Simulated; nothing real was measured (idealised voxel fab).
process module | voxel self aligned vias
cross-section cut | 215 nm wide | cells 5 nm
A cross-section is a grid of square cells, given in bands from the top down. A band is one or more rows of cells.
Each band's line starts with the height of the band's top and of its bottom, in nm. Then come its materials from left to right, each with its width in nm. One material with "throughout" fills the band from edge to edge. "air" is empty space.
Height 0 is the level under which the wafer as received is all one material. The lowest band goes on downwards, as in "0 down".
A width such as "30 to 40" changes by the same amount from each row of cells to the next, from the band's top row to its bottom row.
"no change" after a step means that no cell of the cross-section changed.
closed voids: empty space of 8 cells or more with no open way to the top, each as width x height at its distance from the left edge, in nm
after a step's settings: what the simulator itself notes on the step
overlay nm, on a step with a mask: how far to the right of its planned place the mask lay; to the left if negative
plan
1 op RECEIVE | material Si
2 op CONFORMAL_DEP | material SiO2 | thk nm 10
3 op CONFORMAL_DEP | material SiCN | thk nm 5
4 op DIRECTIONAL_DEP | material SiO2 | thk nm 20
5 op MASKED_ETCH | tone open | mask id LINES | width nm 20 | pitch nm 45 | etch materials SiO2 | depth nm 20 | overlay nm 0
6 op CONFORMAL_DEP | material TiN | thk nm 5
7 op FILL_DEP | material Ru | thk nm 10
8 op CMP | height nm 35
9 op SELECTIVE_ETCH | etch materials W Ru TiN | depth nm 5
10 op FILL_DEP | material SiN | thk nm 5
11 op CMP | height nm 35
12 op DIRECTIONAL_DEP | material SiO2 | thk nm 15
13 op DIRECTIONAL_DEP | material aC | thk nm 15
14 op PATTERN | tone open | mask id VIAS | material resist | width nm 20 | thk nm 35 | overlay nm 0
15 op DIRECTIONAL_ETCH | etch materials aC | depth nm 15
16 op STRIP | etch materials resist
17 op DIRECTIONAL_ETCH | etch materials SiO2 | depth nm 15
18 op DIRECTIONAL_ETCH | etch materials SiN | depth nm 5
19 op STRIP | etch materials aC
20 op CONFORMAL_DEP | material TiN | thk nm 5
21 op FILL_DEP | material W | thk nm 10
22 op CMP | height nm 50
23 op CONFORMAL_DEP | material SiN | thk nm 5
varied across the wafers: width nm of step 14. The plan shows the first wafer's value. All wafers start alike
first wafer as received, after step 1
  0 down: Si throughout
  closed voids: none
first wafer at the end, after step 23
  55 to 50: SiN throughout
  50 to 35: SiO2 75 | TiN 5 | W 10 | TiN 5 | SiO2 120
  35 to 30: SiO2 75 | TiN 20 | SiO2 25 | SiN 20 | SiO2 75
  30 to 20: SiO2 75 | TiN 5 | Ru 10 | TiN 5 | SiO2 25 | TiN 5 | Ru 10 | TiN 5 | SiO2 75
  20 to 15: SiO2 75 | TiN 20 | SiO2 25 | TiN 20 | SiO2 75
  15 to 10: SiCN throughout
  10 to 0: SiO2 throughout
  0 down: Si throughout
  closed voids: none
last wafer at the end
  55 to 50: SiN throughout
  50 to 40: SiO2 65 | TiN 5 | W 35 | TiN 5 | SiO2 105
  40 to 35: SiO2 65 | TiN 15 | W 10 | TiN 20 | SiO2 105
  35 to 30: SiO2 75 | TiN 20 | SiO2 25 | SiN 20 | SiO2 75
  30 to 20: SiO2 75 | TiN 5 | Ru 10 | TiN 5 | SiO2 25 | TiN 5 | Ru 10 | TiN 5 | SiO2 75
  20 to 15: SiO2 75 | TiN 20 | SiO2 25 | TiN 20 | SiO2 75
  15 to 10: SiCN throughout
  10 to 0: SiO2 throughout
  0 down: Si throughout
  closed voids: none
each wafer at the end: cells of each material gained (+) or lost (-) since it was received, then its closed voids
width nm 20 | +8 Ru | +43 SiCN | +47 SiN | +343 SiO2 | +26 TiN | +6 W | closed voids: none
width nm 25 | +8 Ru | +43 SiCN | +47 SiN | +340 SiO2 | +27 TiN | +8 W | closed voids: none
width nm 30 | +8 Ru | +43 SiCN | +47 SiN | +337 SiO2 | +28 TiN | +10 W | closed voids: none
width nm 35 | +8 Ru | +43 SiCN | +47 SiN | +334 SiO2 | +29 TiN | +12 W | closed voids: none
width nm 40 | +8 Ru | +43 SiCN | +47 SiN | +331 SiO2 | +30 TiN | +14 W | closed voids: none
width nm 45 | +8 Ru | +43 SiCN | +47 SiN | +328 SiO2 | +31 TiN | +16 W | closed voids: none
